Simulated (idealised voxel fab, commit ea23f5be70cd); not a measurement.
Documented hereafter: the process module known as voxel self aligned contacts.
Square cell edge 5 nm, section width 285 nm, ID cut.
Think of the cross-section as a grid of square cells. We describe it in bands, top to bottom, and each band covers one or more rows of those cells. What a band's entry tells you: where the top is and where the bottom is, as heights in nm, and after that what lies inside, material by material from left to right, each with its width in nm. Empty space is written as the word "empty", and a single material marked with the word "throughout" occupies the band from edge to edge. Height reference: 0 = level under which incoming wafer is all one material. Lowest band: no bottom, runs on downward, e.g. "0 -> down". The notation "30->40" denotes a width that varies across the rows of cells in the band, beginning at the first number in the top row, finishing at the second number in the bottom row, and changing by an identical amount from each row to the next. "remains unaltered" (step): cross-section cells unchanged, all of them. Heads up: "Entrapped voids" only lists the empty pockets with no open path to the top that are 8 cells or more, and it writes them as width x height at distance, distance from the left edge, in nm. If you see something after the settings on a step's line, that's the simulator's own remark about that step. overlay nm: where the mask lay relative to plan, measured to the right, on steps with a mask; negatives go left.

**So here's the lineup of process steps we planned**
step 1: op RECEIVE | material Si
step 2: op CONFORMAL_DEP | material SiO2 | thk nm 5
step 3: op DIRECTIONAL_DEP | material polySi | thk nm 25
step 4: op DIRECTIONAL_DEP | material SiN | thk nm 15
step 5: op DIRECTIONAL_DEP | material aC | thk nm 15
step 6: op PATTERN | tone cover | mask id GATE | material resist | width nm 35 | pitch nm 60 | thk nm 30 | overlay nm 0
step 7: op DIRECTIONAL_ETCH | etch materials aC | depth nm 15
step 8: op STRIP | etch materials resist
step 9: op DIRECTIONAL_ETCH | etch materials SiN | depth nm 15
step 10: op DIRECTIONAL_ETCH | etch materials polySi | depth nm 25
step 11: op STRIP | etch materials aC
step 12: op CONFORMAL_DEP | material SiN | thk nm 5
step 13: op DIRECTIONAL_ETCH | etch materials SiN | depth nm 5
step 14: op FILL_DEP | material SiO2 | thk nm 15
step 15: op CMP | height nm 55
step 16: op DIRECTIONAL_DEP | material aC | thk nm 15
step 17: op PATTERN | tone open | mask id CONTACT | material resist | width nm 45 | pitch nm 60 | thk nm 35 | overlay nm 0
step 18: op DIRECTIONAL_ETCH | etch materials aC | depth nm 15
step 19: op STRIP | etch materials resist
step 20: op DIRECTIONAL_ETCH | etch materials SiO2 | depth nm 55
step 21: op STRIP | etch materials aC
step 22: op CONFORMAL_DEP | material TiN | thk nm 5
step 23: op FILL_DEP | material Ru | thk nm 5
step 24: op CMP | height nm 55
step 25: op CONFORMAL_DEP | material SiCN | thk nm 5

**What follows covers the first of two wafers; it ran as planned**

**Wafer as received: cross-section following step 1**
- 0 -> down = Si throughout
- Entrapped voids: none

**After step 2, in cross-section**
- 5 -> 0 = SiO2 throughout
- Heights below 0 show no change.

**After step 3, in cross-section**
- 30 -> 5 = polySi throughout
- Heights below 5 show no change.

**After step 4, in cross-section**
- 45 -> 30 = SiN throughout
- Heights below 30 show no change.

**After step 5, in cross-section**
- 60 -> 45 = aC throughout
- Heights below 45 show no change.

**After step 6, in cross-section**
- 90 -> 60 = empty=65, resist=35, empty=25, resist=35, empty=25, resist=35, empty=65
- Heights below 60 show no change.

**After step 7, in cross-section**
- 75 -> 60 = empty=65, resist=35, empty=25, resist=35, empty=25, resist=35, empty=65
- 60 -> 45 = empty=65, aC=35, empty=25, aC=35, empty=25, aC=35, empty=65
- Heights below 45 show no change.

**After step 8, in cross-section**
- 60 -> 45 = empty=65, aC=35, empty=25, aC=35, empty=25, aC=35, empty=65
- Heights below 45 show no change.

**After step 9, in cross-section**
- 60 -> 45 = empty=65, aC=35, empty=25, aC=35, empty=25, aC=35, empty=65
- 45 -> 30 = empty=65, SiN=35, empty=25, SiN=35, empty=25, SiN=35, empty=65
- Heights below 30 show no change.

**After step 10, in cross-section**
- 60 -> 45 = empty=65, aC=35, empty=25, aC=35, empty=25, aC=35, empty=65
- 45 -> 30 = empty=65, SiN=35, empty=25, SiN=35, empty=25, SiN=35, empty=65
- 30 -> 5 = empty=65, polySi=35, empty=25, polySi=35, empty=25, polySi=35, empty=65
- Heights below 5 show no change.

**After step 11, in cross-section**
- 45 -> 30 = empty=65, SiN=35, empty=25, SiN=35, empty=25, SiN=35, empty=65
- Heights below 30 show no change.

**After step 12, in cross-section**
- 50 -> 30 = empty=60, SiN=45, empty=15, SiN=45, empty=15, SiN=45, empty=60
- 30 -> 10 = empty=60, SiN=5, polySi=35, SiN=5, empty=15, SiN=5, polySi=35, SiN=5, empty=15, SiN=5, polySi=35, SiN=5, empty=60
- 10 -> 5 = SiN=65, polySi=35, SiN=25, polySi=35, SiN=25, polySi=35, SiN=65
- Heights below 5 show no change.

**After step 13, in cross-section**
- 45 -> 30 = empty=60, SiN=45, empty=15, SiN=45, empty=15, SiN=45, empty=60
- 30 -> 5 = empty=60, SiN=5, polySi=35, SiN=5, empty=15, SiN=5, polySi=35, SiN=5, empty=15, SiN=5, polySi=35, SiN=5, empty=60
- Heights below 5 show no change.

**After step 14, in cross-section**
- 60 -> 45 = SiO2 throughout
- 45 -> 30 = SiO2=60, SiN=45, SiO2=15, SiN=45, SiO2=15, SiN=45, SiO2=60
- 30 -> 5 = SiO2=60, SiN=5, polySi=35, SiN=5, SiO2=15, SiN=5, polySi=35, SiN=5, SiO2=15, SiN=5, polySi=35, SiN=5, SiO2=60
- Heights below 5 show no change.

**After step 15, in cross-section**
- 55 -> 45 = SiO2 throughout
- Heights below 45 show no change.

**After step 16, in cross-section**
- 70 -> 55 = aC throughout
- Heights below 55 show no change.

**After step 17, in cross-section**
- 105 -> 70 = resist=90, empty=45, resist=15, empty=45, resist=90
- Heights below 70 show no change.

**After step 18, in cross-section**
- 90 -> 70 = resist=90, empty=45, resist=15, empty=45, resist=90
- 70 -> 55 = aC=90, empty=45, aC=15, empty=45, aC=90
- Heights below 55 show no change.

**After step 19, in cross-section**
- 70 -> 55 = aC=90, empty=45, aC=15, empty=45, aC=90
- Heights below 55 show no change.

**After step 20, in cross-section**
- 70 -> 55 = aC=90, empty=45, aC=15, empty=45, aC=90
- 55 -> 45 = SiO2=90, empty=45, SiO2=15, empty=45, SiO2=90
- 45 -> 30 = SiO2=60, SiN=45, empty=15, SiN=45, empty=15, SiN=45, SiO2=60
- 30 -> 5 = SiO2=60, SiN=5, polySi=35, SiN=5, empty=15, SiN=5, polySi=35, SiN=5, empty=15, SiN=5, polySi=35, SiN=5, SiO2=60
- 5 -> 0 = SiO2=105, empty=15, SiO2=45, empty=15, SiO2=105
- Heights below 0 show no change.

**After step 21, in cross-section**
- 55 -> 45 = SiO2=90, empty=45, SiO2=15, empty=45, SiO2=90
- Heights below 45 show no change.

**After step 22, in cross-section**
- 60 -> 55 = TiN=95, empty=35, TiN=25, empty=35, TiN=95
- 55 -> 45 = SiO2=90, TiN=5->20, empty=35->5, TiN=5->20, SiO2=15, TiN=5->20, empty=35->5, TiN=5->20, SiO2=90
- 45 -> 30 = SiO2=60, SiN=45, TiN=5, empty=5, TiN=5, SiN=45, TiN=5, empty=5, TiN=5, SiN=45, SiO2=60
- 30 -> 5 = SiO2=60, SiN=5, polySi=35, SiN=5, TiN=5, empty=5, TiN=5, SiN=5, polySi=35, SiN=5, TiN=5, empty=5, TiN=5, SiN=5, polySi=35, SiN=5, SiO2=60
- 5 -> 0 = SiO2=105, TiN=15, SiO2=45, TiN=15, SiO2=105
- Heights below 0 show no change.

**After step 23, in cross-section**
- 65 -> 60 = Ru throughout
- 60 -> 55 = TiN=95, Ru=35, TiN=25, Ru=35, TiN=95
- 55 -> 45 = SiO2=90, TiN=5->20, Ru=35->5, TiN=5->20, SiO2=15, TiN=5->20, Ru=35->5, TiN=5->20, SiO2=90
- 45 -> 30 = SiO2=60, SiN=45, TiN=5, Ru=5, TiN=5, SiN=45, TiN=5, Ru=5, TiN=5, SiN=45, SiO2=60
- 30 -> 5 = SiO2=60, SiN=5, polySi=35, SiN=5, TiN=5, Ru=5, TiN=5, SiN=5, polySi=35, SiN=5, TiN=5, Ru=5, TiN=5, SiN=5, polySi=35, SiN=5, SiO2=60
- Heights below 5 show no change.

**After step 24, in cross-section**
- 55 -> 45 = SiO2=90, TiN=5->20, Ru=35->5, TiN=5->20, SiO2=15, TiN=5->20, Ru=35->5, TiN=5->20, SiO2=90
- Heights below 45 show no change.

**After step 25, in cross-section**
- 60 -> 55 = SiCN throughout
- Heights below 55 show no change.

**Second wafer, same starting conditions and recipe as the first, one mistake in executing it, nothing differs from the first up to and including step 16**

**The second wafer in cross-section, at the planned close of step 17**
- 105 -> 70 = empty=90, resist=45, empty=15, resist=45, empty=90
- Heights below 70 show no change.

**The second wafer in cross-section, at the planned close of step 18**
- 90 -> 70 = empty=90, resist=45, empty=15, resist=45, empty=90
- 70 -> 55 = empty=90, aC=45, empty=15, aC=45, empty=90
- Heights below 55 show no change.

**The second wafer in cross-section, at the planned close of step 19**
- 70 -> 55 = empty=90, aC=45, empty=15, aC=45, empty=90
- Heights below 55 show no change.

**The second wafer in cross-section, at the planned close of step 20**
- 70 -> 55 = empty=90, aC=45, empty=15, aC=45, empty=90
- 55 -> 45 = empty=90, SiO2=45, empty=15, SiO2=45, empty=90
- 45 -> 30 = empty=60, SiN=45, SiO2=15, SiN=45, SiO2=15, SiN=45, empty=60
- 30 -> 5 = empty=60, SiN=5, polySi=35, SiN=5, SiO2=15, SiN=5, polySi=35, SiN=5, SiO2=15, SiN=5, polySi=35, SiN=5, empty=60
- 5 -> 0 = empty=60, SiO2=165, empty=60
- Heights below 0 show no change.

**The second wafer in cross-section, at the planned close of step 21**
- 55 -> 45 = empty=90, SiO2=45, empty=15, SiO2=45, empty=90
- Heights below 45 show no change.

**The second wafer in cross-section, at the planned close of step 22**
- 60 -> 55 = empty=85, TiN=55, empty=5, TiN=55, empty=85
- 55 -> 50 = empty=85, TiN=5, SiO2=45, TiN=5, empty=5, TiN=5, SiO2=45, TiN=5, empty=85
- 50 -> 45 = empty=55, TiN=35, SiO2=45, TiN=15, SiO2=45, TiN=35, empty=55
- 45 -> 30 = empty=55, TiN=5, SiN=45, SiO2=15, SiN=45, SiO2=15, SiN=45, TiN=5, empty=55
- 30 -> 5 = empty=55, TiN=5, SiN=5, polySi=35, SiN=5, SiO2=15, SiN=5, polySi=35, SiN=5, SiO2=15, SiN=5, polySi=35, SiN=5, TiN=5, empty=55
- 5 -> 0 = TiN=60, SiO2=165, TiN=60
- Heights below 0 show no change.

**The second wafer in cross-section, at the planned close of step 23**
- 65 -> 60 = Ru throughout
- 60 -> 55 = Ru=85, TiN=55, Ru=5, TiN=55, Ru=85
- 55 -> 50 = Ru=85, TiN=5, SiO2=45, TiN=5, Ru=5, TiN=5, SiO2=45, TiN=5, Ru=85
- 50 -> 45 = Ru=55, TiN=35, SiO2=45, TiN=15, SiO2=45, TiN=35, Ru=55
- 45 -> 30 = Ru=55, TiN=5, SiN=45, SiO2=15, SiN=45, SiO2=15, SiN=45, TiN=5, Ru=55
- 30 -> 5 = Ru=55, TiN=5, SiN=5, polySi=35, SiN=5, SiO2=15, SiN=5, polySi=35, SiN=5, SiO2=15, SiN=5, polySi=35, SiN=5, TiN=5, Ru=55
- Heights below 5 show no change.

**The second wafer in cross-section, at the planned close of step 24**
- 55 -> 50 = Ru=85, TiN=5, SiO2=45, TiN=5, Ru=5, TiN=5, SiO2=45, TiN=5, Ru=85
- Heights below 50 show no change.

**The second wafer in cross-section, at the planned close of step 25**
- 60 -> 55 = SiCN throughout
- Heights below 55 show no change.
Error vs. plan: so step 17 ended up running with a different setting than we planned, it ran as op PATTERN | tone cover | mask id CONTACT | material resist | width nm 45 | pitch nm 60 | thk nm 35 | overlay nm 0
Final tally in cells, some materials are higher or lower on the second wafer than on the first: 201 more of Ru; 204 fewer of SiO2; 3 more of TiN
